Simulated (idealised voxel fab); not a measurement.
Process module heading - voxel self aligned vias
Cross-section cut spans 245 nm and uses square cells 5 nm in size.
Reading order for cross-sections: top band down to bottom band. Underlying form: a grid of square cells. Band size: one or more rows of cells. Each band's line starts with the height of the band's top and of its bottom, in nm. Then come its materials from left to right, each with its width in nm. One material with "all across" fills the band from edge to edge. "air" is empty space. Below 0: as-received wafer, all one material; heights counted from there. Lowest band: no bottom, goes on down, written "0 and below". Top row gets the first number, bottom row gets the second, and each row in between changes by the same step: that is how a band width like "30 to 40" works. "left unchanged" means the step left every cell of the cross-section as it was. "Fully sealed voids" lists enclosed empty spaces (at least 8 cells, no open path upward to the top), each as width x height at distance from the left edge, in nm. Anything after a step's settings on that line? It's the simulator's own note about the step. On any step carrying a mask, the "overlay nm" setting, if present on the step's line, tells how far right of its planned place the mask lay; negative values point to the left.

Listed below are the process steps as planned
1. RECEIVE, material Si
2. CONFORMAL_DEP, material SiO2, thk nm 15
3. CONFORMAL_DEP, material SiCN, thk nm 5
4. DIRECTIONAL_DEP, material SiO2, thk nm 25
5. MASKED_ETCH, tone open, mask id LINES, width nm 30, pitch nm 65, etch materials SiO2, depth nm 25, overlay nm 0
6. CONFORMAL_DEP, material TiN, thk nm 5
7. FILL_DEP, material W, thk nm 10
8. CMP, height nm 45
9. SELECTIVE_ETCH, etch materials W Ru TiN, depth nm 5
10. FILL_DEP, material SiN, thk nm 5
11. CMP, height nm 45
12. DIRECTIONAL_DEP, material SiO2, thk nm 15
13. MASKED_ETCH, tone open, mask id VIAS, width nm 50, pitch nm 65, etch materials SiO2, depth nm 15, overlay nm 0
14. MASKED_ETCH, tone open, mask id VIAS, width nm 50, pitch nm 65, etch materials SiN, depth nm 5, overlay nm 0
15. CONFORMAL_DEP, material TiN, thk nm 5
16. FILL_DEP, material W, thk nm 5
17. CMP, height nm 60
18. CONFORMAL_DEP, material SiCN, thk nm 5

Step 1 complete: cross-section of the wafer as received
	0 and below = Si all across
	Fully sealed voids: none

The first of the two wafers as seen in cross-section once the module was finished; processing followed the plan
	65 down to 60 = SiCN all across
	60 down to 50 = SiO2 30  TiN 5  W 40  TiN 5  SiO2 15  TiN 5  W 40  TiN 5  SiO2 15  TiN 5  W 40  TiN 5  SiO2 35
	50 down to 45 = SiO2 30  TiN 15  W 20  TiN 15  SiO2 15  TiN 15  W 20  TiN 15  SiO2 15  TiN 15  W 20  TiN 15  SiO2 35
	45 down to 40 = SiO2 40  TiN 30  SiO2 35  TiN 30  SiO2 35  TiN 30  SiO2 45
	40 down to 25 = SiO2 40  TiN 5  W 20  TiN 5  SiO2 35  TiN 5  W 20  TiN 5  SiO2 35  TiN 5  W 20  TiN 5  SiO2 45
	25 down to 20 = SiO2 40  TiN 30  SiO2 35  TiN 30  SiO2 35  TiN 30  SiO2 45
	20 down to 15 = SiCN all across
	15 down to 0 = SiO2 all across
	0 and below = Si all across
	Fully sealed voids: none

Second wafer through the module, sectioned at the end: same beginning and same plan as the first wafer, with one mistake in carrying it out
	65 down to 60 = SiCN all across
	60 down to 45 = SiO2 30  TiN 5  W 40  TiN 5  SiO2 15  TiN 5  W 40  TiN 5  SiO2 15  TiN 5  W 40  TiN 5  SiO2 35
	45 down to 40 = SiO2 30  TiN 50  SiO2 15  TiN 50  SiO2 15  TiN 50  SiO2 35
	40 down to 30 = SiO2 30  TiN 15  W 20  TiN 15  SiO2 15  TiN 15  W 20  TiN 15  SiO2 15  TiN 15  W 20  TiN 15  SiO2 35
	30 down to 25 = SiO2 40  TiN 5  W 20  TiN 5  SiO2 35  TiN 5  W 20  TiN 5  SiO2 35  TiN 5  W 20  TiN 5  SiO2 45
	25 down to 20 = SiO2 40  TiN 30  SiO2 35  TiN 30  SiO2 35  TiN 30  SiO2 45
	20 down to 15 = SiCN all across
	15 down to 0 = SiO2 all across
	0 and below = Si all across
	Fully sealed voids: none
Run error: step 13, plan: ran twice
FYI, end of process, the second wafer has more or fewer cells of some materials than the first: SiO2: 36 fewer; TiN: 24 more; W: 12 more
